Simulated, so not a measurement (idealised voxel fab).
Title: Process Module voxel tone inversion
In the cross-section labelled cut, the width is 195 nm and each square cell is 5 nm.
Heads up, the way a cross-section reads in here is a grid of square cells, handed over as bands from the top down, with every band being one or more rows of cells. The band entry comprises the height of the band's top followed by the height of its bottom, expressed in nm, and subsequently the band's materials from left to right, each stated together with its width in nm. Where a single material is marked with the word "all across", that material fills the band from edge to edge. The word "empty" represents empty space. For the purposes of this specification, 0 denotes the height below which the wafer in its as-received condition is composed wholly of one material, and the lowermost band, lacking a lower limit, extends downward without end, as expressed in "from 0 down". You'd read "30->40" like this: the band's top row of cells is as wide as the first number, its bottom row is as wide as the second, and going down, every row changes width by the same amount as the row before did. Reading "no modifications" for a step: not a cell of the cross-section changed in it. Basically, "Fully sealed cavities" tells you about the enclosed voids: empty spaces with no open way to the top, 8 cells or bigger, each written width x height at distance, where distance is from the left edge, all in nm. Heads up: the bit after the settings on a step's line is the simulator's remark on that step. The line of a step may include "overlay nm". On a step with a mask, this value is how far to the right of its planned place the mask lay. A negative value means the mask lay to the left.

**So here's the lineup of process steps we planned**
1. RECEIVE, material Si
2. CONFORMAL_DEP, material SiCN, thk nm 10
3. DIRECTIONAL_DEP, material aC, thk nm 20
4. PATTERN, tone cover, mask id POSTS, material resist, width nm 15, pitch nm 45, thk nm 25, overlay nm 0
5. DIRECTIONAL_ETCH, etch materials aC, depth nm 20
6. STRIP, etch materials resist
7. FILL_DEP, material lowk, thk nm 5
8. CMP, height nm 30
9. STRIP, etch materials aC
10. CONFORMAL_DEP, material TiN, thk nm 5
11. FILL_DEP, material Cu, thk nm 5
12. CMP, height nm 30
13. CONFORMAL_DEP, material SiCN, thk nm 5

**The first of the two wafers, which ran as planned**

**Cross-section of the wafer at receipt, which is the condition after step 1**
    from 0 down | Si all across
    Fully sealed cavities: none

**How the wafer stands in section after step 2**
    from 10 to 0 | SiCN all across
    Whatever lies below 0 is exactly as it was before.

**How the wafer stands in section after step 3**
    from 30 to 10 | aC all across
    Whatever lies below 10 is exactly as it was before.

**How the wafer stands in section after step 4**
    from 55 to 30 | 45 empty | 15 resist | 30 empty | 15 resist | 30 empty | 15 resist | 45 empty
    Whatever lies below 30 is exactly as it was before.

**How the wafer stands in section after step 5**
    from 35 to 30 | 45 empty | 15 resist | 30 empty | 15 resist | 30 empty | 15 resist | 45 empty
    from 30 to 10 | 45 empty | 15 aC | 30 empty | 15 aC | 30 empty | 15 aC | 45 empty
    Whatever lies below 10 is exactly as it was before.

**How the wafer stands in section after step 6**
    from 30 to 10 | 45 empty | 15 aC | 30 empty | 15 aC | 30 empty | 15 aC | 45 empty
    Whatever lies below 10 is exactly as it was before.

**How the wafer stands in section after step 7**
    from 35 to 30 | lowk all across
    from 30 to 10 | 45 lowk | 15 aC | 30 lowk | 15 aC | 30 lowk | 15 aC | 45 lowk
    Whatever lies below 10 is exactly as it was before.

**How the wafer stands in section after step 8**
    from 30 to 10 | 45 lowk | 15 aC | 30 lowk | 15 aC | 30 lowk | 15 aC | 45 lowk
    Whatever lies below 10 is exactly as it was before.

**How the wafer stands in section after step 9**
    from 30 to 10 | 45 lowk | 15 empty | 30 lowk | 15 empty | 30 lowk | 15 empty | 45 lowk
    Whatever lies below 10 is exactly as it was before.

**How the wafer stands in section after step 10**
    from 35 to 30 | 50 TiN | 5 empty | 40 TiN | 5 empty | 40 TiN | 5 empty | 50 TiN
    from 30 to 15 | 45 lowk | 5 TiN | 5 empty | 5 TiN | 30 lowk | 5 TiN | 5 empty | 5 TiN | 30 lowk | 5 TiN | 5 empty | 5 TiN | 45 lowk
    from 15 to 10 | 45 lowk | 15 TiN | 30 lowk | 15 TiN | 30 lowk | 15 TiN | 45 lowk
    Whatever lies below 10 is exactly as it was before.

**How the wafer stands in section after step 11**
    from 40 to 35 | Cu all across
    from 35 to 30 | 50 TiN | 5 Cu | 40 TiN | 5 Cu | 40 TiN | 5 Cu | 50 TiN
    from 30 to 15 | 45 lowk | 5 TiN | 5 Cu | 5 TiN | 30 lowk | 5 TiN | 5 Cu | 5 TiN | 30 lowk | 5 TiN | 5 Cu | 5 TiN | 45 lowk
    Whatever lies below 15 is exactly as it was before.

**How the wafer stands in section after step 12**
    from 30 to 15 | 45 lowk | 5 TiN | 5 Cu | 5 TiN | 30 lowk | 5 TiN | 5 Cu | 5 TiN | 30 lowk | 5 TiN | 5 Cu | 5 TiN | 45 lowk
    Whatever lies below 15 is exactly as it was before.

**How the wafer stands in section after step 13**
    from 35 to 30 | SiCN all across
    Whatever lies below 30 is exactly as it was before.

**The Second Wafer: Common Origin and Plan, One Mistake in Execution, Identical to the First Through Step 9**

**Cross-section, second wafer, at the end time the plan gives for step 10**
    from 35 to 15 | 50 lowk | 5 empty | 40 lowk | 5 empty | 40 lowk | 5 empty | 50 lowk
    from 15 to 10 | lowk all across
    Whatever lies below 10 is exactly as it was before.

**Cross-section, second wafer, at the end time the plan gives for step 11**
    from 40 to 35 | Cu all across
    from 35 to 15 | 50 lowk | 5 Cu | 40 lowk | 5 Cu | 40 lowk | 5 Cu | 50 lowk
    Whatever lies below 15 is exactly as it was before.

**Cross-section, second wafer, at the end time the plan gives for step 12**
    from 30 to 15 | 50 lowk | 5 Cu | 40 lowk | 5 Cu | 40 lowk | 5 Cu | 50 lowk
    Whatever lies below 15 is exactly as it was before.

**Cross-section, second wafer, at the end time the plan gives for step 13**
    from 35 to 30 | SiCN all across
    Whatever lies below 30 is exactly as it was before.
Misprocessing identified: step 10 was not run as planned; what actually ran was CONFORMAL_DEP, material lowk, thk nm 5
The second wafer ends with more or fewer cells of some materials than the first, per final count: -27 TiN, +27 lowk
